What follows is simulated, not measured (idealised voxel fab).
This is a process module. Its name is voxel transistor to metal.
FYI the section here is cut, 175 nm wide, cells are 5 nm squares.
Notation: cross-section as square-cell grid; stated in bands, top first, going down; one or more cell rows per band. Each band's line starts with the height of the band's top and of its bottom, in nm. Then come its materials from left to right, each with its width in nm. One material with "everywhere" fills the band from edge to edge. "air" is empty space. Heads up on the height convention: 0 is the point under which the incoming wafer is all one material, and the lowest band has no bottom, it just keeps going down, like "0 -> down". The notation "30 to 40" denotes a width that varies across the rows of cells in the band, beginning at the first number in the top row, finishing at the second number in the bottom row, and changing by an identical amount from each row to the next. Any step labelled "nothing altered" changed none of the cells in the cross-section. Entry "Enclosed void catalog" = empty spaces >= 8 cells with no open way to the top; each as width x height at distance, distance from left edge, all nm. On each step's line, the part that comes after the settings is the simulator's own comment on the step. overlay nm: on a step with a mask, how far right of its planned place the mask lay; negative means left.
So here's the lineup of process steps we planned:
- 1: RECEIVE,material Si
- 2: OXIDIZE,depth nm 5
- 3: CONFORMAL_DEP,material SiN,thk nm 10
- 4: DIRECTIONAL_DEP,material aC,thk nm 15
- 5: PATTERN,tone cover,mask id ACTIVE,material resist,width nm 115,thk nm 35,overlay nm -15
- 6: DIRECTIONAL_ETCH,etch materials aC,depth nm 15
- 7: STRIP,etch materials resist
- 8: DIRECTIONAL_ETCH,etch materials SiN,depth nm 10
- 9: DIRECTIONAL_ETCH,etch materials SiO2,depth nm 5
- 10: DIRECTIONAL_ETCH,etch materials Si,depth nm 20
- 11: STRIP,etch materials aC
- 12: OXIDIZE,depth nm 5
- 13: FILL_DEP,material SiO2,thk nm 5
- 14: CMP,height nm 10
- 15: SELECTIVE_ETCH,etch materials SiO2,depth nm 10
- 16: STRIP,etch materials SiN
- 17: SELECTIVE_ETCH,etch materials SiO2,depth nm 5
- 18: OXIDIZE,depth nm 5
- 19: DIRECTIONAL_DEP,material polySi,thk nm 30
- 20: DIRECTIONAL_DEP,material SiCN,thk nm 10
- 21: PATTERN,tone cover,mask id GATE,material resist,width nm 25,thk nm 15,overlay nm 0
- 22: DIRECTIONAL_ETCH,etch materials SiCN,depth nm 20
- 23: DIRECTIONAL_ETCH,etch materials polySi,depth nm 40
- 24: STRIP,etch materials resist
- 25: CONFORMAL_DEP,material SiO2,thk nm 5
- 26: DIRECTIONAL_ETCH,etch materials SiO2,depth nm 5
- 27: CONFORMAL_DEP,material SiN,thk nm 10
- 28: DIRECTIONAL_ETCH,etch materials SiN,depth nm 10
- 29: DIRECTIONAL_ETCH,etch materials SiO2,depth nm 5
- 30: DIRECTIONAL_ETCH,etch materials Si,depth nm 5
- 31: EPI,material pSi,thk nm 5
- 32: FILL_DEP,material SiO2,thk nm 5
- 33: CMP,height nm 25
- 34: STRIP,etch materials polySi
- 35: SELECTIVE_ETCH,etch materials SiO2,depth nm 5
- 36: CONFORMAL_DEP,material HfO2,thk nm 5
- 37: CONFORMAL_DEP,material TiN,thk nm 5
- 38: FILL_DEP,material W,thk nm 5
- 39: CMP,height nm 20
- 40: DIRECTIONAL_DEP,material SiO2,thk nm 10
- 41: MASKED_ETCH,tone open,mask id CONTACT,width nm 20,pitch nm 75,etch materials SiO2,depth nm 40,overlay nm 0
- 42: CONFORMAL_DEP,material TiN,thk nm 5
- 43: FILL_DEP,material W,thk nm 5
- 44: CMP,height nm 30
- 45: CONFORMAL_DEP,material SiCN,thk nm 5
- 46: DIRECTIONAL_DEP,material lowk,thk nm 25
- 47: PATTERN,tone open,mask id METAL_1,material resist,width nm 20,pitch nm 75,thk nm 20,overlay nm 0
- 48: DIRECTIONAL_ETCH,etch materials lowk,depth nm 25
- 49: DIRECTIONAL_ETCH,etch materials SiCN,depth nm 5
- 50: STRIP,etch materials resist
- 51: CONFORMAL_DEP,material TiN,thk nm 5
- 52: FILL_DEP,material W,thk nm 5
- 53: CMP,height nm 60
- 54: EPI,material Ru,thk nm 5
- 55: FILL_DEP,material SiCN,thk nm 5
- 56: DIRECTIONAL_DEP,material lowk,thk nm 25
- 57: PATTERN,tone open,mask id METAL_2,material resist,width nm 20,pitch nm 75,thk nm 15,overlay nm 0
- 58: DIRECTIONAL_ETCH,etch materials lowk,depth nm 15
- 59: STRIP,etch materials resist
- 60: PATTERN,tone open,mask id METAL_2_HOLES,material resist,width nm 15,pitch nm 75,thk nm 15,overlay nm 0
- 61: DIRECTIONAL_ETCH,etch materials lowk,depth nm 10
- 62: DIRECTIONAL_ETCH,etch materials SiCN,depth nm 5
- 63: STRIP,etch materials resist
- 64: CONFORMAL_DEP,material TiN,thk nm 5
- 65: FILL_DEP,material Cu,thk nm 5
- 66: CMP,height nm 95
- 67: CONFORMAL_DEP,material SiN,thk nm 5
Same starting wafers, different overlay nm at step 5. Plan value belongs to the first wafer.
Step 1 complete: as-received cross-section of the first of several wafers:
* 0 -> down = Si everywhere
* Enclosed void catalog: none
For your reference, the table is organized with a row per wafer; each row reflects the wafer at the end of the module, indicating for each material the cells gained (+) or lost (-) since receipt, and thereafter its closed voids:
overlay nm -15; +14 Cu; +17 HfO2; +12 Ru; -136 Si; +79 SiCN; +55 SiN; +210 SiO2; +105 TiN; +58 W; +274 lowk; +12 pSi; Enclosed void catalog: none
overlay nm -10; +14 Cu; +17 HfO2; +12 Ru; -136 Si; +79 SiCN; +55 SiN; +210 SiO2; +105 TiN; +58 W; +274 lowk; +12 pSi; Enclosed void catalog: none
overlay nm -5; +14 Cu; +17 HfO2; +12 Ru; -136 Si; +79 SiCN; +55 SiN; +210 SiO2; +105 TiN; +58 W; +274 lowk; +12 pSi; Enclosed void catalog: none
overlay nm 0; +14 Cu; +17 HfO2; +12 Ru; -136 Si; +79 SiCN; +55 SiN; +210 SiO2; +105 TiN; +58 W; +274 lowk; +12 pSi; Enclosed void catalog: none
overlay nm 5; +14 Cu; +17 HfO2; +12 Ru; -136 Si; +79 SiCN; +55 SiN; +210 SiO2; +105 TiN; +58 W; +274 lowk; +12 pSi; Enclosed void catalog: none
overlay nm 10; +14 Cu; +17 HfO2; +12 Ru; -136 Si; +79 SiCN; +55 SiN; +210 SiO2; +105 TiN; +58 W; +274 lowk; +12 pSi; Enclosed void catalog: none
overlay nm 15; +14 Cu; +17 HfO2; +12 Ru; -136 Si; +79 SiCN; +55 SiN; +210 SiO2; +105 TiN; +58 W; +274 lowk; +12 pSi; Enclosed void catalog: none
